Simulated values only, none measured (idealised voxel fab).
A process module follows: voxel wiring stack.
Each square cell in cross-section cut measures 5 nm, and the section as a whole is 280 nm wide.
Throughout this document, each cross-section is represented as a grid of square cells and is presented as a sequence of bands enumerated from the top downward, where a band comprises one or more rows of cells.
Band: top and bottom heights (nm) first, top before bottom; then materials from left to right, widths in nm. "everywhere" marks a sole material filling the band edge to edge. "air" denotes empty space.
Where do heights start? At 0: under that level the wafer as delivered is made of one material only. And the lowest band has no floor; it just carries on downward, as in "z 0 and below".
It should be noted that a width expressed as "30->40" varies in equal increments from row to row of cells within the band, taking the value of the first number at the top row and that of the second number at the bottom row.
Take "remained unchanged" at face value: in the step it is given for, the cross-section changed in none of its cells.
Enclosed voids (no open way to top), threshold 8 cells or more, entry "Closed void roster", notation width x height at distance, distance from left edge, nm.
What comes after the settings on a step's line is commentary from the simulator itself on that step.
The setting "overlay nm" may be written on the line of a step. When the step uses a mask, the value reports how far to the right of the planned place the mask lay, and a negative value reports that it lay to the left.

[plan]
step 1: RECEIVE: material Si
step 2: CONFORMAL_DEP: material SiO2, thk nm 10
step 3: CONFORMAL_DEP: material SiN, thk nm 5
step 4: DIRECTIONAL_DEP: material lowk, thk nm 20
step 5: MASKED_ETCH: tone open, mask id METAL_1, width nm 20, pitch nm 50, etch materials lowk, depth nm 20, overlay nm 0
step 6: MASKED_ETCH: tone open, mask id METAL_1, width nm 20, pitch nm 50, etch materials SiN, depth nm 5, overlay nm 0
step 7: CONFORMAL_DEP: material TiN, thk nm 5
step 8: FILL_DEP: material W, thk nm 10
step 9: CMP: height nm 35
step 10: CONFORMAL_DEP: material SiCN, thk nm 5
step 11: DIRECTIONAL_DEP: material SiO2, thk nm 10
step 12: DIRECTIONAL_DEP: material aC, thk nm 15
step 13: PATTERN: tone open, mask id PLUG_1, material resist, width nm 15, pitch nm 50, thk nm 35, overlay nm 0
step 14: DIRECTIONAL_ETCH: etch materials aC, depth nm 15
step 15: STRIP: etch materials resist
step 16: DIRECTIONAL_ETCH: etch materials SiO2, depth nm 10
step 17: DIRECTIONAL_ETCH: etch materials SiCN, depth nm 5
step 18: STRIP: etch materials aC
step 19: EPI: material Ru, thk nm 10
step 20: EPI: material Ru, thk nm 5
step 21: DIRECTIONAL_DEP: material TiN, thk nm 5
step 22: DIRECTIONAL_DEP: material Ru, thk nm 25
step 23: DIRECTIONAL_DEP: material aC, thk nm 10
step 24: PATTERN: tone cover, mask id METAL_2, material resist, width nm 20, pitch nm 50, thk nm 25, overlay nm 0
step 25: DIRECTIONAL_ETCH: etch materials aC, depth nm 10
step 26: STRIP: etch materials resist
step 27: DIRECTIONAL_ETCH: etch materials Ru, depth nm 25
step 28: DIRECTIONAL_ETCH: etch materials TiN, depth nm 5
step 29: STRIP: etch materials aC
step 30: FILL_DEP: material lowk, thk nm 10
step 31: CMP: height nm 80
step 32: CONFORMAL_DEP: material SiN, thk nm 5

[Cross-section of the wafer upon arrival, representing the state reached after step 1]
> z 0 and below | Si everywhere
> Closed void roster: none

[First wafer of two, sectioned at end of module; run went per plan]
> z 85 to 80 | SiN everywhere
> z 80 to 55 | lowk: 55, then Ru: 20, then lowk: 30, then Ru: 20, then lowk: 30, then Ru: 20, then lowk: 30, then Ru: 20, then lowk: 55
> z 55 to 50 | lowk: 55, then TiN: 20, then lowk: 30, then TiN: 20, then lowk: 30, then TiN: 20, then lowk: 30, then TiN: 20, then lowk: 55
> z 50 to 40 | SiO2: 55, then Ru: 15, then SiO2: 35, then Ru: 15, then SiO2: 35, then Ru: 15, then SiO2: 35, then Ru: 15, then SiO2: 60
> z 40 to 35 | SiCN: 55, then Ru: 15, then SiCN: 35, then Ru: 15, then SiCN: 35, then Ru: 15, then SiCN: 35, then Ru: 15, then SiCN: 60
> z 35 to 15 | lowk: 55, then TiN: 5, then W: 10, then TiN: 5, then lowk: 30, then TiN: 5, then W: 10, then TiN: 5, then lowk: 30, then TiN: 5, then W: 10, then TiN: 5, then lowk: 30, then TiN: 5, then W: 10, then TiN: 5, then lowk: 55
> z 15 to 10 | SiN: 55, then TiN: 20, then SiN: 30, then TiN: 20, then SiN: 30, then TiN: 20, then SiN: 30, then TiN: 20, then SiN: 55
> z 10 to 0 | SiO2 everywhere
> z 0 and below | Si everywhere
> Closed void roster: none

[Here is the second of the two wafers cut open at the end of the module - same start, same plan as the first one, but we made one mistake running it]
> z 85 to 80 | SiN everywhere
> z 80 to 55 | lowk: 55, then Ru: 20, then lowk: 30, then Ru: 20, then lowk: 30, then Ru: 20, then lowk: 30, then Ru: 20, then lowk: 55
> z 55 to 50 | lowk: 55, then TiN: 20, then lowk: 30, then TiN: 20, then lowk: 30, then TiN: 20, then lowk: 30, then TiN: 20, then lowk: 55
> z 50 to 40 | SiO2: 55, then Ru: 15, then SiO2: 35, then Ru: 15, then SiO2: 35, then Ru: 15, then SiO2: 35, then Ru: 15, then SiO2: 60
> z 40 to 35 | SiCN: 55, then Ru: 15, then SiCN: 35, then Ru: 15, then SiCN: 35, then Ru: 15, then SiCN: 35, then Ru: 15, then SiCN: 60
> z 35 to 30 | W everywhere
> z 30 to 25 | TiN: 60, then W: 10, then TiN: 40, then W: 10, then TiN: 40, then W: 10, then TiN: 40, then W: 10, then TiN: 60
> z 25 to 5 | lowk: 55, then TiN: 5, then W: 10, then TiN: 5, then lowk: 30, then TiN: 5, then W: 10, then TiN: 5, then lowk: 30, then TiN: 5, then W: 10, then TiN: 5, then lowk: 30, then TiN: 5, then W: 10, then TiN: 5, then lowk: 55
> z 5 to 0 | SiN: 55, then TiN: 20, then SiN: 30, then TiN: 20, then SiN: 30, then TiN: 20, then SiN: 30, then TiN: 20, then SiN: 55
> z 0 and below | Si everywhere
> Closed void roster: none
What went wrong in running the wafer? step 2 of the plan was jumped over and never run
Wafer comparison, final, in cells, second relative to first, materials more or fewer: SiO2: 112 fewer; TiN: 48 more; W: 64 more
